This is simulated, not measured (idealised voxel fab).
Title: Process Module voxel self aligned contacts
The width of the displayed cross-section, cut, is 225 nm; its cells are square, with a size of 5 nm.
Cross-section spec: square-cell grid; bands listed top down; each band is one or more rows.
Per band: top height and bottom height in nm, followed by the left-to-right materials and their widths in nm; "full width" marks a single material spanning edge to edge, "air" marks empty space.
Height datum 0, below which the as-received substrate wafer is one material. Lowest band open at the bottom, running downward: "0 down".
Per-row width for "30->40": begins at first number (top row of band), ends at second number (bottom row), increment between rows held constant.
The cross-section has no changed cell in any step marked "nothing got changed".
The label "Sealed-off cavities" introduces a list of the empty spaces, 8 cells or larger, that have no open way up to the top; each entry in it reads width x height at distance, where the distance is taken from the left edge and all three are stated in nm.
Whatever follows a step's settings on its line is a remark the simulator itself makes about that step.
The "overlay nm" setting may appear on a step's line; for a step that uses a mask, it gives how far to the right of its planned position the mask lay, and a negative value indicates the left.
These are the steps we planned for the process
1,op RECEIVE | material Si
2,op OXIDIZE | depth nm 5
3,op DIRECTIONAL_DEP | material polySi | thk nm 30
4,op DIRECTIONAL_DEP | material SiN | thk nm 15
5,op MASKED_ETCH | tone cover | mask id GATE | width nm 30 | pitch nm 55 | etch materials SiN | depth nm 15 | overlay nm 0
6,op MASKED_ETCH | tone cover | mask id GATE | width nm 30 | pitch nm 55 | etch materials polySi | depth nm 30 | overlay nm 0
7,op CONFORMAL_DEP | material SiN | thk nm 5
8,op DIRECTIONAL_ETCH | etch materials SiN | depth nm 5
9,op FILL_DEP | material SiO2 | thk nm 20
10,op CMP | height nm 55
11,op MASKED_ETCH | tone open | mask id CONTACT | width nm 35 | pitch nm 55 | etch materials SiO2 | depth nm 60 | overlay nm 0
12,op CONFORMAL_DEP | material TiN | thk nm 5
13,op FILL_DEP | material W | thk nm 10
14,op CMP | height nm 55
15,op CONFORMAL_DEP | material SiN | thk nm 5
Run as planned: first of two wafers
Received-state cross-section, reflecting completion of step 1
* 0 down  Si full width
* Sealed-off cavities: none
How the wafer stands in section after step 2
* 0 to -5  SiO2 full width
* Everything below -5 is unchanged.
How the wafer stands in section after step 3
* 30 to 0  polySi full width
* Everything below 0 is unchanged.
How the wafer stands in section after step 4
* 45 to 30  SiN full width
* Everything below 30 is unchanged.
How the wafer stands in section after step 5
* 45 to 30  air=40  SiN=30  air=25  SiN=30  air=25  SiN=30  air=45
* Everything below 30 is unchanged.
How the wafer stands in section after step 6
* 45 to 30  air=40  SiN=30  air=25  SiN=30  air=25  SiN=30  air=45
* 30 to 0  air=40  polySi=30  air=25  polySi=30  air=25  polySi=30  air=45
* Everything below 0 is unchanged.
How the wafer stands in section after step 7
* 50 to 30  air=35  SiN=40  air=15  SiN=40  air=15  SiN=40  air=40
* 30 to 5  air=35  SiN=5  polySi=30  SiN=5  air=15  SiN=5  polySi=30  SiN=5  air=15  SiN=5  polySi=30  SiN=5  air=40
* 5 to 0  SiN=40  polySi=30  SiN=25  polySi=30  SiN=25  polySi=30  SiN=45
* Everything below 0 is unchanged.
How the wafer stands in section after step 8
* 45 to 30  air=35  SiN=40  air=15  SiN=40  air=15  SiN=40  air=40
* 30 to 0  air=35  SiN=5  polySi=30  SiN=5  air=15  SiN=5  polySi=30  SiN=5  air=15  SiN=5  polySi=30  SiN=5  air=40
* Everything below 0 is unchanged.
How the wafer stands in section after step 9
* 65 to 45  SiO2 full width
* 45 to 30  SiO2=35  SiN=40  SiO2=15  SiN=40  SiO2=15  SiN=40  SiO2=40
* 30 to 0  SiO2=35  SiN=5  polySi=30  SiN=5  SiO2=15  SiN=5  polySi=30  SiN=5  SiO2=15  SiN=5  polySi=30  SiN=5  SiO2=40
* Everything below 0 is unchanged.
How the wafer stands in section after step 10
* 55 to 45  SiO2 full width
* Everything below 45 is unchanged.
How the wafer stands in section after step 11
* 55 to 45  SiO2=65  air=35  SiO2=20  air=35  SiO2=70
* 45 to 30  SiO2=35  SiN=40  air=15  SiN=40  air=15  SiN=40  SiO2=40
* 30 to 0  SiO2=35  SiN=5  polySi=30  SiN=5  air=15  SiN=5  polySi=30  SiN=5  air=15  SiN=5  polySi=30  SiN=5  SiO2=40
* 0 to -5  SiO2=75  air=15  SiO2=40  air=15  SiO2=80
* Everything below -5 is unchanged.
How the wafer stands in section after step 12
* 60 to 55  TiN=70  air=25  TiN=30  air=25  TiN=75
* 55 to 45  SiO2=65  TiN=5->15  air=25->5  TiN=5->15  SiO2=20  TiN=5->15  air=25->5  TiN=5->15  SiO2=70
* 45 to 30  SiO2=35  SiN=40  TiN=5  air=5  TiN=5  SiN=40  TiN=5  air=5  TiN=5  SiN=40  SiO2=40
* 30 to 0  SiO2=35  SiN=5  polySi=30  SiN=5  TiN=5  air=5  TiN=5  SiN=5  polySi=30  SiN=5  TiN=5  air=5  TiN=5  SiN=5  polySi=30  SiN=5  SiO2=40
* 0 to -5  SiO2=75  TiN=15  SiO2=40  TiN=15  SiO2=80
* Everything below -5 is unchanged.
How the wafer stands in section after step 13
* 70 to 60  W full width
* 60 to 55  TiN=70  W=25  TiN=30  W=25  TiN=75
* 55 to 45  SiO2=65  TiN=5->15  W=25->5  TiN=5->15  SiO2=20  TiN=5->15  W=25->5  TiN=5->15  SiO2=70
* 45 to 30  SiO2=35  SiN=40  TiN=5  W=5  TiN=5  SiN=40  TiN=5  W=5  TiN=5  SiN=40  SiO2=40
* 30 to 0  SiO2=35  SiN=5  polySi=30  SiN=5  TiN=5  W=5  TiN=5  SiN=5  polySi=30  SiN=5  TiN=5  W=5  TiN=5  SiN=5  polySi=30  SiN=5  SiO2=40
* Everything below 0 is unchanged.
How the wafer stands in section after step 14
* 55 to 45  SiO2=65  TiN=5->15  W=25->5  TiN=5->15  SiO2=20  TiN=5->15  W=25->5  TiN=5->15  SiO2=70
* Everything below 45 is unchanged.
How the wafer stands in section after step 15
* 60 to 55  SiN full width
* Everything below 55 is unchanged.
The second wafer was prepared from the same starting point and under the same plan as the first; its processing contained one mistake, and it remains indistinguishable from the first wafer up to and including step 6
Cross-section of the second wafer corresponding to the planned conclusion of step 7
* 40 to 30  air=40  SiN=30  air=25  SiN=30  air=25  SiN=30  air=45
* Everything below 30 is unchanged.
Cross-section of the second wafer corresponding to the planned conclusion of step 8
* 45 to 30  air=35  SiN=40  air=15  SiN=40  air=15  SiN=40  air=40
* 30 to 5  air=35  SiN=5  polySi=30  SiN=5  air=15  SiN=5  polySi=30  SiN=5  air=15  SiN=5  polySi=30  SiN=5  air=40
* 5 to 0  SiN=40  polySi=30  SiN=25  polySi=30  SiN=25  polySi=30  SiN=45
* Everything below 0 is unchanged.
Cross-section of the second wafer corresponding to the planned conclusion of step 9
* 65 to 45  SiO2 full width
* 45 to 30  SiO2=35  SiN=40  SiO2=15  SiN=40  SiO2=15  SiN=40  SiO2=40
* 30 to 5  SiO2=35  SiN=5  polySi=30  SiN=5  SiO2=15  SiN=5  polySi=30  SiN=5  SiO2=15  SiN=5  polySi=30  SiN=5  SiO2=40
* Everything below 5 is unchanged.
Cross-section of the second wafer corresponding to the planned conclusion of step 10
* 55 to 45  SiO2 full width
* Everything below 45 is unchanged.
Cross-section of the second wafer corresponding to the planned conclusion of step 11
* 55 to 45  SiO2=65  air=35  SiO2=20  air=35  SiO2=70
* 45 to 30  SiO2=35  SiN=40  air=15  SiN=40  air=15  SiN=40  SiO2=40
* 30 to 5  SiO2=35  SiN=5  polySi=30  SiN=5  air=15  SiN=5  polySi=30  SiN=5  air=15  SiN=5  polySi=30  SiN=5  SiO2=40
* Everything below 5 is unchanged.
Cross-section of the second wafer corresponding to the planned conclusion of step 12
* 60 to 55  TiN=70  air=25  TiN=30  air=25  TiN=75
* 55 to 45  SiO2=65  TiN=5->15  air=25->5  TiN=5->15  SiO2=20  TiN=5->15  air=25->5  TiN=5->15  SiO2=70
* 45 to 30  SiO2=35  SiN=40  TiN=5  air=5  TiN=5  SiN=40  TiN=5  air=5  TiN=5  SiN=40  SiO2=40
* 30 to 10  SiO2=35  SiN=5  polySi=30  SiN=5  TiN=5  air=5  TiN=5  SiN=5  polySi=30  SiN=5  TiN=5  air=5  TiN=5  SiN=5  polySi=30  SiN=5  SiO2=40
* 10 to 5  SiO2=35  SiN=5  polySi=30  SiN=5  TiN=15  SiN=5  polySi=30  SiN=5  TiN=15  SiN=5  polySi=30  SiN=5  SiO2=40
* Everything below 5 is unchanged.
Cross-section of the second wafer corresponding to the planned conclusion of step 13
* 70 to 60  W full width
* 60 to 55  TiN=70  W=25  TiN=30  W=25  TiN=75
* 55 to 45  SiO2=65  TiN=5->15  W=25->5  TiN=5->15  SiO2=20  TiN=5->15  W=25->5  TiN=5->15  SiO2=70
* 45 to 30  SiO2=35  SiN=40  TiN=5  W=5  TiN=5  SiN=40  TiN=5  W=5  TiN=5  SiN=40  SiO2=40
* 30 to 10  SiO2=35  SiN=5  polySi=30  SiN=5  TiN=5  W=5  TiN=5  SiN=5  polySi=30  SiN=5  TiN=5  W=5  TiN=5  SiN=5  polySi=30  SiN=5  SiO2=40
* Everything below 10 is unchanged.
Cross-section of the second wafer corresponding to the planned conclusion of step 14
* 55 to 45  SiO2=65  TiN=5->15  W=25->5  TiN=5->15  SiO2=20  TiN=5->15  W=25->5  TiN=5->15  SiO2=70
* Everything below 45 is unchanged.
Cross-section of the second wafer corresponding to the planned conclusion of step 15
* 60 to 55  SiN full width
* Everything below 55 is unchanged.
The mistake made against the process plan was this: step 8 occupied the plan position of step 7, and the converse holds as well
Once processing is complete, comparing cell counts shows that the second wafer has more or fewer of certain materials than the first: SiN: 21 more, SiO2: 9 fewer, TiN: 8 fewer, W: 4 fewer
